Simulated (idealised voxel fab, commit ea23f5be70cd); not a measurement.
A process module follows: voxel wiring stack.
Displayed cross-section: cut, width of 215 nm, square cells sized 5 nm.
Cross-section = grid of square cells, listed top down in bands; band = one or more rows.
Each band's line starts with the height of the band's top and of its bottom, in nm. Then come its materials from left to right, each with its width in nm. One material with "throughout" fills the band from edge to edge. "blank" is empty space.
For the purposes of this specification, 0 denotes the height below which the wafer in its as-received condition is composed wholly of one material, and the lowermost band, lacking a lower limit, extends downward without end, as expressed in "top 0, no bottom".
Graded width ("30 to 40"): value in top row of band = first number; value in bottom row = second number; row-to-row change constant.
When a step is marked "no alterations made", none of the cells in the cross-section changed during that step.
Entry "Cavities, sealed" = empty spaces >= 8 cells with no open way to the top; each as width x height at distance, distance from left edge, all nm.
Whatever follows a step's settings on its line is a remark the simulator itself makes about that step.
overlay nm, on a step with a mask: how far to the right of its planned place the mask lay; to the left if negative
The following list gives the planned process steps:
- 1: RECEIVE: material Si
- 2: CONFORMAL_DEP: material SiO2, thk nm 10
- 3: CONFORMAL_DEP: material SiN, thk nm 5
- 4: DIRECTIONAL_DEP: material SiO2, thk nm 25
- 5: DIRECTIONAL_DEP: material aC, thk nm 15
- 6: PATTERN: tone open, mask id METAL_1, material resist, width nm 30, pitch nm 50, thk nm 30, overlay nm 0
- 7: DIRECTIONAL_ETCH: etch materials aC, depth nm 15
- 8: STRIP: etch materials resist
- 9: DIRECTIONAL_ETCH: etch materials SiO2, depth nm 25
- 10: DIRECTIONAL_ETCH: etch materials SiN, depth nm 5
- 11: STRIP: etch materials aC
- 12: CONFORMAL_DEP: material TiN, thk nm 5
- 13: FILL_DEP: material Cu, thk nm 5
- 14: CMP: height nm 40
- 15: CONFORMAL_DEP: material SiCN, thk nm 5
- 16: DIRECTIONAL_DEP: material SiO2, thk nm 35
- 17: DIRECTIONAL_DEP: material aC, thk nm 15
- 18: PATTERN: tone open, mask id METAL_2, material resist, width nm 30, pitch nm 50, thk nm 35, overlay nm 0
- 19: DIRECTIONAL_ETCH: etch materials aC, depth nm 15
- 20: STRIP: etch materials resist
- 21: DIRECTIONAL_ETCH: etch materials SiO2, depth nm 20
- 22: STRIP: etch materials aC
- 23: MASKED_ETCH: tone open, mask id METAL_2_HOLES, width nm 15, pitch nm 100, etch materials SiO2, depth nm 15, overlay nm 0
- 24: MASKED_ETCH: tone open, mask id METAL_2_HOLES, width nm 15, pitch nm 100, etch materials SiCN, depth nm 5, overlay nm 0
- 25: CONFORMAL_DEP: material TiN, thk nm 5
- 26: FILL_DEP: material Cu, thk nm 5
- 27: CMP: height nm 80
- 28: CONFORMAL_DEP: material SiCN, thk nm 5
- 29: DIRECTIONAL_DEP: material SiO2, thk nm 15
- 30: MASKED_ETCH: tone open, mask id PLUG_2, width nm 15, pitch nm 50, etch materials SiO2, depth nm 15, overlay nm 0
- 31: MASKED_ETCH: tone open, mask id PLUG_2, width nm 15, pitch nm 50, etch materials SiCN, depth nm 5, overlay nm 0
- 32: CONFORMAL_DEP: material TiN, thk nm 5
- 33: FILL_DEP: material Ru, thk nm 10
- 34: CMP: height nm 100
- 35: CONFORMAL_DEP: material SiCN, thk nm 5
- 36: DIRECTIONAL_DEP: material SiO2, thk nm 20
- 37: DIRECTIONAL_DEP: material aC, thk nm 15
- 38: PATTERN: tone open, mask id METAL_3, material resist, width nm 30, pitch nm 50, thk nm 35, overlay nm 0
- 39: DIRECTIONAL_ETCH: etch materials aC, depth nm 15
- 40: STRIP: etch materials resist
- 41: DIRECTIONAL_ETCH: etch materials SiO2, depth nm 20
- 42: DIRECTIONAL_ETCH: etch materials SiCN, depth nm 5
- 43: STRIP: etch materials aC
- 44: CONFORMAL_DEP: material TiN, thk nm 5
- 45: FILL_DEP: material Cu, thk nm 5
- 46: CMP: height nm 125
- 47: CONFORMAL_DEP: material SiCN, thk nm 5
- 48: DIRECTIONAL_DEP: material lowk, thk nm 10
- 49: PATTERN: tone open, mask id PLUG_3, material resist, width nm 15, pitch nm 50, thk nm 15, overlay nm 0
- 50: DIRECTIONAL_ETCH: etch materials lowk, depth nm 10
- 51: DIRECTIONAL_ETCH: etch materials SiCN, depth nm 5
- 52: STRIP: etch materials resist
- 53: CONFORMAL_DEP: material TiN, thk nm 5
- 54: FILL_DEP: material Ru, thk nm 10
- 55: CMP: height nm 140
- 56: DIRECTIONAL_DEP: material TiN, thk nm 5
- 57: DIRECTIONAL_DEP: material W, thk nm 20
- 58: DIRECTIONAL_DEP: material aC, thk nm 10
- 59: PATTERN: tone cover, mask id METAL_4, material resist, width nm 30, pitch nm 50, thk nm 25, overlay nm 0
- 60: DIRECTIONAL_ETCH: etch materials aC, depth nm 10
- 61: STRIP: etch materials resist
- 62: DIRECTIONAL_ETCH: etch materials W, depth nm 20
- 63: DIRECTIONAL_ETCH: etch materials TiN, depth nm 5
- 64: STRIP: etch materials aC
- 65: CONFORMAL_DEP: material SiCN, thk nm 5
- 66: FILL_DEP: material SiO2, thk nm 10
- 67: CMP: height nm 165
- 68: CONFORMAL_DEP: material SiN, thk nm 5
The cross-section here shows the wafer as received, i.e. in its state after step 1:
- top 0, no bottom: Si throughout
- Cavities, sealed: none
Cross-section taken at module completion on the first of two wafers; processed per the plan:
- top 170, bottom 165: SiN throughout
- top 165, bottom 145: SiO2=10, then SiCN=5, then W=30, then SiCN=5, then SiO2=10, then SiCN=5, then W=30, then SiCN=5, then SiO2=10, then SiCN=5, then W=30, then SiCN=5, then SiO2=10, then SiCN=5, then W=30, then SiCN=5, then SiO2=15
- top 145, bottom 140: SiCN=15, then TiN=30, then SiCN=20, then TiN=30, then SiCN=20, then TiN=30, then SiCN=20, then TiN=30, then SiCN=20
- top 140, bottom 130: lowk=15, then TiN=5, then Ru=5, then TiN=5, then lowk=35, then TiN=5, then Ru=5, then TiN=5, then lowk=35, then TiN=5, then Ru=5, then TiN=5, then lowk=35, then TiN=5, then Ru=5, then TiN=5, then lowk=35
- top 130, bottom 125: SiCN=15, then TiN=15, then SiCN=35, then TiN=15, then SiCN=35, then TiN=15, then SiCN=35, then TiN=15, then SiCN=35
- top 125, bottom 105: SiO2=15, then TiN=5, then Cu=20, then TiN=5, then SiO2=20, then TiN=5, then Cu=20, then TiN=5, then SiO2=20, then TiN=5, then Cu=20, then TiN=5, then SiO2=20, then TiN=5, then Cu=20, then TiN=5, then SiO2=20
- top 105, bottom 100: SiCN=15, then TiN=30, then SiCN=20, then TiN=30, then SiCN=20, then TiN=30, then SiCN=20, then TiN=30, then SiCN=20
- top 100, bottom 85: SiO2=15, then TiN=5, then Ru=5, then TiN=5, then SiO2=35, then TiN=5, then Ru=5, then TiN=5, then SiO2=35, then TiN=5, then Ru=5, then TiN=5, then SiO2=35, then TiN=5, then Ru=5, then TiN=5, then SiO2=35
- top 85, bottom 80: SiCN=15, then TiN=15, then SiCN=35, then TiN=15, then SiCN=35, then TiN=15, then SiCN=35, then TiN=15, then SiCN=35
- top 80, bottom 65: SiO2=15, then TiN=5, then Cu=20, then TiN=5, then SiO2=20, then TiN=5, then Cu=20, then TiN=5, then SiO2=20, then TiN=5, then Cu=20, then TiN=5, then SiO2=20, then TiN=5, then Cu=20, then TiN=5, then SiO2=20
- top 65, bottom 60: SiO2=15, then TiN=5, then Cu=5, then TiN=20, then SiO2=20, then TiN=30, then SiO2=20, then TiN=5, then Cu=5, then TiN=20, then SiO2=20, then TiN=30, then SiO2=20
- top 60, bottom 45: SiO2=15, then TiN=5, then Cu=5, then TiN=5, then SiO2=85, then TiN=5, then Cu=5, then TiN=5, then SiO2=85
- top 45, bottom 40: SiCN=15, then TiN=15, then SiCN=85, then TiN=15, then SiCN=85
- top 40, bottom 15: SiO2=15, then TiN=5, then Cu=20, then TiN=5, then SiO2=20, then TiN=5, then Cu=20, then TiN=5, then SiO2=20, then TiN=5, then Cu=20, then TiN=5, then SiO2=20, then TiN=5, then Cu=20, then TiN=5, then SiO2=20
- top 15, bottom 10: SiN=15, then TiN=30, then SiN=20, then TiN=30, then SiN=20, then TiN=30, then SiN=20, then TiN=30, then SiN=20
- top 10, bottom 0: SiO2 throughout
- top 0, no bottom: Si throughout
- Cavities, sealed: none
Wafer two, end of module, cross-section. Same start, same plan as wafer one. One mistake in the run:
- top 185, bottom 180: SiN throughout
- top 180, bottom 170: SiO2 throughout
- top 170, bottom 165: SiO2=10, then SiCN=40, then SiO2=10, then SiCN=40, then SiO2=10, then SiCN=40, then SiO2=10, then SiCN=40, then SiO2=15
- top 165, bottom 145: SiO2=10, then SiCN=5, then W=30, then SiCN=5, then SiO2=10, then SiCN=5, then W=30, then SiCN=5, then SiO2=10, then SiCN=5, then W=30, then SiCN=5, then SiO2=10, then SiCN=5, then W=30, then SiCN=5, then SiO2=15
- top 145, bottom 140: SiCN=15, then TiN=30, then SiCN=20, then TiN=30, then SiCN=20, then TiN=30, then SiCN=20, then TiN=30, then SiCN=20
- top 140, bottom 130: lowk=15, then TiN=5, then Ru=5, then TiN=5, then lowk=35, then TiN=5, then Ru=5, then TiN=5, then lowk=35, then TiN=5, then Ru=5, then TiN=5, then lowk=35, then TiN=5, then Ru=5, then TiN=5, then lowk=35
- top 130, bottom 125: SiCN=15, then TiN=15, then SiCN=35, then TiN=15, then SiCN=35, then TiN=15, then SiCN=35, then TiN=15, then SiCN=35
- top 125, bottom 105: SiO2=15, then TiN=5, then Cu=20, then TiN=5, then SiO2=20, then TiN=5, then Cu=20, then TiN=5, then SiO2=20, then TiN=5, then Cu=20, then TiN=5, then SiO2=20, then TiN=5, then Cu=20, then TiN=5, then SiO2=20
- top 105, bottom 100: SiCN=15, then TiN=30, then SiCN=20, then TiN=30, then SiCN=20, then TiN=30, then SiCN=20, then TiN=30, then SiCN=20
- top 100, bottom 85: SiO2=15, then TiN=5, then Ru=5, then TiN=5, then SiO2=35, then TiN=5, then Ru=5, then TiN=5, then SiO2=35, then TiN=5, then Ru=5, then TiN=5, then SiO2=35, then TiN=5, then Ru=5, then TiN=5, then SiO2=35
- top 85, bottom 80: SiCN=15, then TiN=15, then SiCN=35, then TiN=15, then SiCN=35, then TiN=15, then SiCN=35, then TiN=15, then SiCN=35
- top 80, bottom 65: SiO2=15, then TiN=5, then Cu=20, then TiN=5, then SiO2=20, then TiN=5, then Cu=20, then TiN=5, then SiO2=20, then TiN=5, then Cu=20, then TiN=5, then SiO2=20, then TiN=5, then Cu=20, then TiN=5, then SiO2=20
- top 65, bottom 60: SiO2=15, then TiN=5, then Cu=5, then TiN=20, then SiO2=20, then TiN=30, then SiO2=20, then TiN=5, then Cu=5, then TiN=20, then SiO2=20, then TiN=30, then SiO2=20
- top 60, bottom 45: SiO2=15, then TiN=5, then Cu=5, then TiN=5, then SiO2=85, then TiN=5, then Cu=5, then TiN=5, then SiO2=85
- top 45, bottom 40: SiCN=15, then TiN=15, then SiCN=85, then TiN=15, then SiCN=85
- top 40, bottom 15: SiO2=15, then TiN=5, then Cu=20, then TiN=5, then SiO2=20, then TiN=5, then Cu=20, then TiN=5, then SiO2=20, then TiN=5, then Cu=20, then TiN=5, then SiO2=20, then TiN=5, then Cu=20, then TiN=5, then SiO2=20
- top 15, bottom 10: SiN=15, then TiN=30, then SiN=20, then TiN=30, then SiN=20, then TiN=30, then SiN=20, then TiN=30, then SiN=20
- top 10, bottom 0: SiO2 throughout
- top 0, no bottom: Si throughout
- Cavities, sealed: none
Error vs. plan: step 67 of the plan: omitted, not performed
Wafer comparison, final, in cells, second relative to first, materials more or fewer: SiCN +32; SiO2 +97
